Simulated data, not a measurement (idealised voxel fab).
Process module in this document: voxel capacitor over wiring
The cross-section shown here is cut; it is 200 nm wide and divided into square cells measuring 5 nm on a side.
Square cells in a grid make up a cross-section in this document, and the grid is given as bands, listed from the top down, each one or more rows of cells. Quick guide to a band line: top height, bottom height (nm) up front; then every material left to right with its width in nm. Only one material and it's marked "throughout"? Then it fills the band edge to edge. And "blank" just means empty space. All heights in this document are referenced to 0, defined as the level beneath which the wafer, as received, consists entirely of one material. The lowest band is not bounded below; it extends indefinitely downward and is written in the form "0 and below". With a width like "30->40", each row of cells in the band differs from the next by the same amount, the top row carrying the first number and the bottom row the second. Given "no modification" for a step, no cell of the cross-section differs between before and after that step. The entry titled "Enclosed void list" provides the empty spaces that have no open way to the top, restricted to those of 8 cells or more. Each is presented as width x height at distance, the distance being measured from the left edge, with all three in nm. after a step's settings: what the simulator itself notes on the step. "overlay nm" denotes, for a step that has a mask, the displacement of the mask to the right of its planned place, with negative values corresponding to the left.
-- Listed below are the process steps as planned
1) op RECEIVE | material Si
2) op CONFORMAL_DEP | material SiO2 | thk nm 15
3) op CONFORMAL_DEP | material SiCN | thk nm 5
4) op DIRECTIONAL_DEP | material lowk | thk nm 20
5) op PATTERN | tone open | mask id METAL_1 | material resist | width nm 20 | pitch nm 70 | thk nm 20 | overlay nm 0
6) op DIRECTIONAL_ETCH | etch materials lowk | depth nm 20
7) op DIRECTIONAL_ETCH | etch materials SiCN | depth nm 5
8) op STRIP | etch materials resist
9) op CONFORMAL_DEP | material TiN | thk nm 5
10) op FILL_DEP | material Cu | thk nm 10
11) op CMP | height nm 40
12) op CONFORMAL_DEP | material SiCN | thk nm 5
13) op DIRECTIONAL_DEP | material lowk | thk nm 10
14) op PATTERN | tone open | mask id PLUG_1 | material resist | width nm 15 | thk nm 15 | overlay nm 0
15) op DIRECTIONAL_ETCH | etch materials lowk | depth nm 10
16) op DIRECTIONAL_ETCH | etch materials SiCN | depth nm 5
17) op STRIP | etch materials resist
18) op EPI | material Ru | thk nm 10
19) op EPI | material Ru | thk nm 5
20) op DIRECTIONAL_DEP | material TiN | thk nm 5
21) op DIRECTIONAL_DEP | material SiN | thk nm 5
22) op DIRECTIONAL_DEP | material TiN | thk nm 5
23) op DIRECTIONAL_DEP | material aC | thk nm 10
24) op PATTERN | tone cover | mask id UPPER_PLATE | material resist | width nm 55 | thk nm 30 | overlay nm 0
25) op DIRECTIONAL_ETCH | etch materials aC | depth nm 10
26) op STRIP | etch materials resist
27) op DIRECTIONAL_ETCH | etch materials TiN | depth nm 5
28) op DIRECTIONAL_ETCH | etch materials SiN | depth nm 5
29) op STRIP | etch materials aC
30) op MASKED_ETCH | tone cover | mask id LOWER_PLATE | width nm 65 | etch materials TiN | depth nm 5 | overlay nm 0
31) op FILL_DEP | material SiO2 | thk nm 15
32) op CMP | height nm 80
33) op PATTERN | tone open | mask id PLUG_2 | material resist | width nm 15 | thk nm 20 | overlay nm 0
34) op DIRECTIONAL_ETCH | etch materials SiO2 | depth nm 10
35) op STRIP | etch materials resist
36) op CONFORMAL_DEP | material TiN | thk nm 5
37) op FILL_DEP | material Cu | thk nm 10
38) op CMP | height nm 80
39) op CONFORMAL_DEP | material SiN | thk nm 5
-- Wafer cross-section on receipt, i.e. after step 1
  0 and below = Si throughout
  Enclosed void list: none
-- First of two wafers at the end of the module, shown in cross-section; run carried out as planned
  85 down to 80 = SiN throughout
  80 down to 75 = 70 of SiO2  5 of TiN  5 of Cu  5 of TiN  115 of SiO2
  75 down to 65 = 70->60 of SiO2  15->55 of TiN  115->85 of SiO2
  65 down to 60 = 60 of SiO2  55 of SiN  85 of SiO2
  60 down to 55 = 55 of SiO2  65 of TiN  80 of SiO2
  55 down to 45 = 60 of lowk  15 of Ru  125 of lowk
  45 down to 40 = 60 of SiCN  15 of Ru  125 of SiCN
  40 down to 20 = 55 of lowk  5 of TiN  10 of Cu  5 of TiN  50 of lowk  5 of TiN  10 of Cu  5 of TiN  55 of lowk
  20 down to 15 = 55 of SiCN  20 of TiN  50 of SiCN  20 of TiN  55 of SiCN
  15 down to 0 = SiO2 throughout
  0 and below = Si throughout
  Enclosed void list: none
-- Cross-section at end of module for the second wafer of two, which matched the first in starting point and plan and differed by one mistake in its processing
  85 down to 80 = SiN throughout
  80 down to 75 = 70 of SiO2  5 of TiN  5 of Cu  5 of TiN  115 of SiO2
  75 down to 65 = 70->60 of SiO2  15->55 of TiN  115->85 of SiO2
  65 down to 60 = 60 of SiO2  55 of SiN  85 of SiO2
  60 down to 55 = 55 of SiO2  65 of TiN  80 of SiO2
  55 down to 45 = 60 of lowk  15 of Ru  125 of lowk
  45 down to 40 = 60 of SiCN  15 of Ru  125 of SiCN
  40 down to 20 = 55 of lowk  5 of Ru  10 of Cu  5 of Ru  50 of lowk  5 of Ru  10 of Cu  5 of Ru  55 of lowk
  20 down to 15 = 55 of SiCN  20 of Ru  50 of SiCN  20 of Ru  55 of SiCN
  15 down to 0 = SiO2 throughout
  0 and below = Si throughout
  Enclosed void list: none
What went wrong in running the wafer? step 9 ran with different settings than intended, the actual operation and settings being op CONFORMAL_DEP | material Ru | thk nm 5
Wrapping up, a cell-based count of both wafers puts the second over or under the first for these materials: Ru +24; TiN -24
